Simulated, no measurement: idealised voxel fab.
The following is a process module called voxel tone inversion.
Shown is cross-section cut, with a width of 195 nm and square cells of size 5 nm.
Bands, listed from the top down, are how a cross-section gets written in this document; the cross-section itself is a grid of square cells, and a band is one or more rows of them.
The band entry comprises the height of the band's top followed by the height of its bottom, expressed in nm, and subsequently the band's materials from left to right, each stated together with its width in nm. Where a single material is marked with the word "edge to edge", that material fills the band from edge to edge. The word "air" represents empty space.
Ref level 0: as-received wafer is one material below here. Bottom band extends down with no lower bound ("0 and below").
A width given as "30 to 40" starts at the first number in the band's top row and ends at the second number in its bottom row, shifting by an equal amount at every step from row to row.
"left unchanged", as given for a step, is the statement that not any cell of the cross-section underwent a change during that step.
"Cavities, sealed" lists enclosed empty spaces (at least 8 cells, no open path upward to the top), each as width x height at distance from the left edge, in nm.
Whatever follows a step's settings on its line is a remark the simulator itself makes about that step.
overlay nm, on a step with a mask: how far to the right of its planned place the mask lay; to the left if negative

Steps planned for the process
step 1: op RECEIVE | material Si
step 2: op CONFORMAL_DEP | material SiCN | thk nm 5
step 3: op DIRECTIONAL_DEP | material polySi | thk nm 15
step 4: op PATTERN | tone cover | mask id POSTS | material resist | width nm 20 | pitch nm 35 | thk nm 25 | overlay nm 0
step 5: op DIRECTIONAL_ETCH | etch materials polySi | depth nm 15
step 6: op STRIP | etch materials resist
step 7: op FILL_DEP | material SiO2 | thk nm 5
step 8: op CMP | height nm 25
step 9: op STRIP | etch materials polySi
step 10: op CONFORMAL_DEP | material TiN | thk nm 5
step 11: op FILL_DEP | material Cu | thk nm 5
step 12: op CMP | height nm 25
step 13: op CONFORMAL_DEP | material SiCN | thk nm 5
Wafer-to-wafer difference: thk nm, step 2. Common start. Plan = first wafer's value.

Step 1 complete: as-received cross-section of the first of several wafers
	0 and below: Si edge to edge
	Cavities, sealed: none

Cross-section of the first of several wafers, taken after step 13, where the module ends
	30 down to 25: SiCN edge to edge
	25 down to 20: SiO2 edge to edge
	20 down to 5: 35 nm SiO2 | 20 nm polySi | 15 nm SiO2 | 20 nm polySi | 15 nm SiO2 | 20 nm polySi | 15 nm SiO2 | 20 nm polySi | 35 nm SiO2
	5 down to 0: SiCN edge to edge
	0 and below: Si edge to edge
	Cavities, sealed: none

The final wafer, sectioned at module end
	30 down to 0: SiCN edge to edge
	0 and below: Si edge to edge
	Cavities, sealed: none

Rows = wafers. At module end, each row lists per material the cells gained (+) or lost (-) since the wafer was received, then the closed voids
thk nm 5; +78 SiCN; +108 SiO2; +48 polySi; Cavities, sealed: none
thk nm 10; +16 Cu; +117 SiCN; +69 SiO2; +32 TiN; Cavities, sealed: none
thk nm 15; +8 Cu; +156 SiCN; +46 SiO2; +24 TiN; Cavities, sealed: none
thk nm 20; +195 SiCN; +23 SiO2; +16 TiN; Cavities, sealed: none
thk nm 25; +234 SiCN; Cavities, sealed: none
